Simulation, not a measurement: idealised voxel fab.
process module | voxel tone inversion
cross-section cut | 230 nm wide | cells 5 nm
A cross-section is a grid of square cells, given in bands from the top down. A band is one or more rows of cells.
Each band's line starts with the height of the band's top and of its bottom, in nm. Then come its materials from left to right, each with its width in nm. One material with "throughout" fills the band from edge to edge. "air" is empty space.
Height 0 is the level under which the wafer as received is all one material. The lowest band goes on downwards, as in "0 down".
A width such as "30 to 40" changes by the same amount from each row of cells to the next, from the band's top row to its bottom row.
"no change" after a step means that no cell of the cross-section changed.
closed voids: empty space of 8 cells or more with no open way to the top, each as width x height at its distance from the left edge, in nm
after a step's settings: what the simulator itself notes on the step
overlay nm, on a step with a mask: how far to the right of its planned place the mask lay; to the left if negative
plan
1 op RECEIVE | material Si
2 op CONFORMAL_DEP | material SiN | thk nm 10
3 op DIRECTIONAL_DEP | material polySi | thk nm 15
4 op PATTERN | tone cover | mask id POSTS | material resist | width nm 15 | pitch nm 30 | thk nm 25 | overlay nm 0
5 op DIRECTIONAL_ETCH | etch materials polySi | depth nm 15
6 op STRIP | etch materials resist
7 op FILL_DEP | material lowk | thk nm 10
8 op CMP | height nm 25
9 op STRIP | etch materials polySi
10 op CONFORMAL_DEP | material TiN | thk nm 5
11 op FILL_DEP | material W | thk nm 10
12 op CMP | height nm 25
13 op CONFORMAL_DEP | material SiCN | thk nm 5
as received, after step 1
  0 down: Si throughout
  closed voids: none
a wafer at the end: this start, this plan, one mistake
  30 to 25: SiCN throughout
  25 to 15: W 55 | TiN 5 | lowk 15 | TiN 5 | W 5 | TiN 5 | lowk 15 | TiN 5 | W 5 | TiN 5 | lowk 15 | TiN 5 | W 5 | TiN 5 | lowk 15 | TiN 5 | W 60
  15 to 10: TiN 60 | lowk 15 | TiN 15 | lowk 15 | TiN 15 | lowk 15 | TiN 15 | lowk 15 | TiN 65
  10 to 0: SiN throughout
  0 down: Si throughout
  closed voids: none
what went wrong: step 4 ran as: op PATTERN | tone open | mask id POSTS | material resist | width nm 15 | pitch nm 30 | thk nm 25 | overlay nm 0
